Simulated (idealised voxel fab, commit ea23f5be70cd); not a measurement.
The following is a process module called voxel double patterning.
For reference, the cross-section in this document is cut, with width 285 nm and square cells of 5 nm.
Square cells in a grid make up a cross-section in this document, and the grid is given as bands, listed from the top down, each one or more rows of cells. Read a band's entry like this: the first values are the height of its top and the height of its bottom in nm, and what follows is the sequence of materials from left to right, each with its width in nm. Note that "empty" is empty space, and that a single material marked "everywhere" reaches across the band from edge to edge. For the purposes of this specification, 0 denotes the height below which the wafer in its as-received condition is composed wholly of one material, and the lowermost band, lacking a lower limit, extends downward without end, as expressed in "0 nm and below". The two numbers in a width such as "30->40" mark its ends across the band: the first belongs to the top row of cells, the second to the bottom row, and from each row to the next the width moves by the same amount. What does "everything unchanged" mean for a step? It means no cell of the cross-section changed in that step. In "Enclosed void catalog" the enclosed voids are listed, meaning empty spaces of 8 cells or larger without any opening to the top. The form is width x height at distance, distance from the left edge, units nm. On a step's line, text after the settings is the simulator commenting on that step. For masked steps, "overlay nm" on the step line gives how far right of plan the mask actually lay; a minus sign means it lay to the left.

-- Process steps - plan
1) RECEIVE,material Si
2) CONFORMAL_DEP,material SiO2,thk nm 5
3) DIRECTIONAL_DEP,material polySi,thk nm 20
4) DIRECTIONAL_DEP,material SiCN,thk nm 5
5) MASKED_ETCH,tone open,mask id FIRST,width nm 15,pitch nm 50,etch materials SiCN,depth nm 5,overlay nm 0
6) MASKED_ETCH,tone open,mask id SECOND,width nm 15,etch materials SiCN,depth nm 5,overlay nm 0
7) DIRECTIONAL_ETCH,etch materials polySi,depth nm 20
8) STRIP,etch materials SiCN

-- Cross-section: wafer on arrival = after step 1
  0 nm and below  Si everywhere
  Enclosed void catalog: none

-- Result of the module, cross-sectioned: start per above, plan per above, one error in how it was run
  25 nm to 5 nm  110 of polySi, then 15 of empty, then 10 of polySi, then 20 of empty, then 5 of polySi, then 15 of empty, then 110 of polySi
  5 nm to 0 nm  SiO2 everywhere
  0 nm and below  Si everywhere
  Enclosed void catalog: none
Plan not followed: so step 6 ended up running with a different setting than we planned, it ran as MASKED_ETCH,tone open,mask id SECOND,width nm 20,etch materials SiCN,depth nm 5,overlay nm 0
